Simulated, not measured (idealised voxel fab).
This is a process module. Its name is voxel capacitor over wiring.
The cross-section on display is named cut; it measures 220 nm wide, and its cells are 5 nm squares.
Throughout this document, each cross-section is represented as a grid of square cells and is presented as a sequence of bands enumerated from the top downward, where a band comprises one or more rows of cells. Quick guide to a band line: top height, bottom height (nm) up front; then every material left to right with its width in nm. Only one material and it's marked "all across"? Then it fills the band edge to edge. And "air" just means empty space. Convention: height 0 is the level below which the wafer, as received, is all one material. The lowest band does not terminate at the bottom but continues downward, represented as "z 0 and below". Width spec "30..40" -> top row of cells at first value, bottom row at second value, equal per-row change in between. "nothing got changed", as given for a step, is the statement that not any cell of the cross-section underwent a change during that step. Entry "Completely sealed voids". Content: empty spaces with no open connection to the top, size 8 cells or greater. Each: width x height at distance. Distance: from left edge. Unit: nm. If you see something after the settings on a step's line, that's the simulator's own remark about that step. The "overlay nm" setting may appear on a step's line; for a step that uses a mask, it gives how far to the right of its planned position the mask lay, and a negative value indicates the left.
Below is the list of planned process steps:
1,RECEIVE [material Si]
2,CONFORMAL_DEP [material SiO2] [thk nm 15]
3,CONFORMAL_DEP [material SiCN] [thk nm 5]
4,DIRECTIONAL_DEP [material SiO2] [thk nm 20]
5,DIRECTIONAL_DEP [material aC] [thk nm 10]
6,PATTERN [tone open] [mask id METAL_1] [material resist] [width nm 25] [pitch nm 75] [thk nm 25] [overlay nm 0]
7,DIRECTIONAL_ETCH [etch materials aC] [depth nm 10]
8,STRIP [etch materials resist]
9,DIRECTIONAL_ETCH [etch materials SiO2] [depth nm 20]
10,DIRECTIONAL_ETCH [etch materials SiCN] [depth nm 5]
11,STRIP [etch materials aC]
12,CONFORMAL_DEP [material TiN] [thk nm 5]
13,FILL_DEP [material Ru] [thk nm 10]
14,CMP [height nm 40]
15,EPI [material Ru] [thk nm 5]
16,FILL_DEP [material SiCN] [thk nm 5]
17,DIRECTIONAL_DEP [material lowk] [thk nm 10]
18,PATTERN [tone open] [mask id PLUG_1] [material resist] [width nm 15] [thk nm 20] [overlay nm 0]
19,DIRECTIONAL_ETCH [etch materials lowk] [depth nm 10]
20,DIRECTIONAL_ETCH [etch materials SiCN] [depth nm 5]
21,STRIP [etch materials resist]
22,EPI [material Ru] [thk nm 10]
23,EPI [material Ru] [thk nm 5]
24,DIRECTIONAL_DEP [material TiN] [thk nm 10]
25,DIRECTIONAL_DEP [material HfO2] [thk nm 5]
26,DIRECTIONAL_DEP [material TiN] [thk nm 10]
27,DIRECTIONAL_DEP [material aC] [thk nm 10]
28,PATTERN [tone cover] [mask id UPPER_PLATE] [material resist] [width nm 55] [thk nm 30] [overlay nm 0]
29,DIRECTIONAL_ETCH [etch materials aC] [depth nm 10]
30,STRIP [etch materials resist]
31,DIRECTIONAL_ETCH [etch materials TiN] [depth nm 10]
32,DIRECTIONAL_ETCH [etch materials HfO2] [depth nm 5]
33,STRIP [etch materials aC]
34,DIRECTIONAL_DEP [material aC] [thk nm 10]
35,PATTERN [tone cover] [mask id LOWER_PLATE] [material resist] [width nm 65] [thk nm 25] [overlay nm 0]
36,DIRECTIONAL_ETCH [etch materials aC] [depth nm 10]
37,STRIP [etch materials resist]
38,DIRECTIONAL_ETCH [etch materials TiN] [depth nm 10]
39,STRIP [etch materials aC]
40,FILL_DEP [material SiO2] [thk nm 20]
41,CMP [height nm 100]
42,MASKED_ETCH [tone open] [mask id PLUG_2] [width nm 15] [etch materials SiO2] [depth nm 15] [overlay nm 0]
43,CONFORMAL_DEP [material TiN] [thk nm 5]
44,FILL_DEP [material Cu] [thk nm 5]
45,CMP [height nm 100]
46,CONFORMAL_DEP [material SiN] [thk nm 5]
This is the cross-section of the wafer as we received it, i.e. after step 1:
- z 0 and below  Si all across
- Completely sealed voids: none
Wafer cross-section at module end: first of two, run to plan:
- z 105 to 100  SiN all across
- z 100 to 90  80 nm SiO2, then 5 nm TiN, then 5 nm Cu, then 5 nm TiN, then 125 nm SiO2
- z 90 to 85  80 nm SiO2, then 15 nm TiN, then 125 nm SiO2
- z 85 to 75  70 nm SiO2, then 55 nm TiN, then 95 nm SiO2
- z 75 to 70  70 nm SiO2, then 55 nm HfO2, then 95 nm SiO2
- z 70 to 60  65 nm SiO2, then 65 nm TiN, then 90 nm SiO2
- z 60 to 50  70 nm lowk, then 15 nm Ru, then 135 nm lowk
- z 50 to 45  70 nm SiCN, then 15 nm Ru, then 135 nm SiCN
- z 45 to 40  55 nm SiCN, then 35 nm Ru, then 40 nm SiCN, then 35 nm Ru, then 55 nm SiCN
- z 40 to 20  60 nm SiO2, then 5 nm TiN, then 15 nm Ru, then 5 nm TiN, then 50 nm SiO2, then 5 nm TiN, then 15 nm Ru, then 5 nm TiN, then 60 nm SiO2
- z 20 to 15  60 nm SiCN, then 25 nm TiN, then 50 nm SiCN, then 25 nm TiN, then 60 nm SiCN
- z 15 to 0  SiO2 all across
- z 0 and below  Si all across
- Completely sealed voids: none
Here's the second of our two wafers sectioned at module end. Same start as the first, same plan, but one mistake got made running it:
- z 105 to 100  SiN all across
- z 100 to 90  80 nm SiO2, then 5 nm TiN, then 5 nm Cu, then 5 nm TiN, then 125 nm SiO2
- z 90 to 85  80 nm SiO2, then 15 nm TiN, then 125 nm SiO2
- z 85 to 75  70 nm SiO2, then 35 nm TiN, then 10 nm SiO2, then 10 nm TiN, then 95 nm SiO2
- z 75 to 70  70 nm SiO2, then 35 nm HfO2, then 10 nm SiO2, then 10 nm HfO2, then 95 nm SiO2
- z 70 to 60  65 nm SiO2, then 65 nm TiN, then 90 nm SiO2
- z 60 to 55  40 nm SiO2, then 65 nm Ru, then 10 nm HfO2, then 65 nm Ru, then 40 nm SiO2
- z 55 to 45  40 nm SiO2, then 65 nm Ru, then 10 nm TiN, then 65 nm Ru, then 40 nm SiO2
- z 45 to 40  55 nm SiCN, then 35 nm Ru, then 40 nm SiCN, then 35 nm Ru, then 55 nm SiCN
- z 40 to 20  60 nm SiO2, then 5 nm TiN, then 15 nm Ru, then 5 nm TiN, then 50 nm SiO2, then 5 nm TiN, then 15 nm Ru, then 5 nm TiN, then 60 nm SiO2
- z 20 to 15  60 nm SiCN, then 25 nm TiN, then 50 nm SiCN, then 25 nm TiN, then 60 nm SiCN
- z 15 to 0  SiO2 all across
- z 0 and below  Si all across
- Completely sealed voids: none
Diagnosis: step 18 of the plan was bypassed and not carried out
In the final state, the cell counts of the second wafer exceed or fall short of those of the first for the following materials: Ru +69; SiCN -41; SiO2 +54; lowk -82
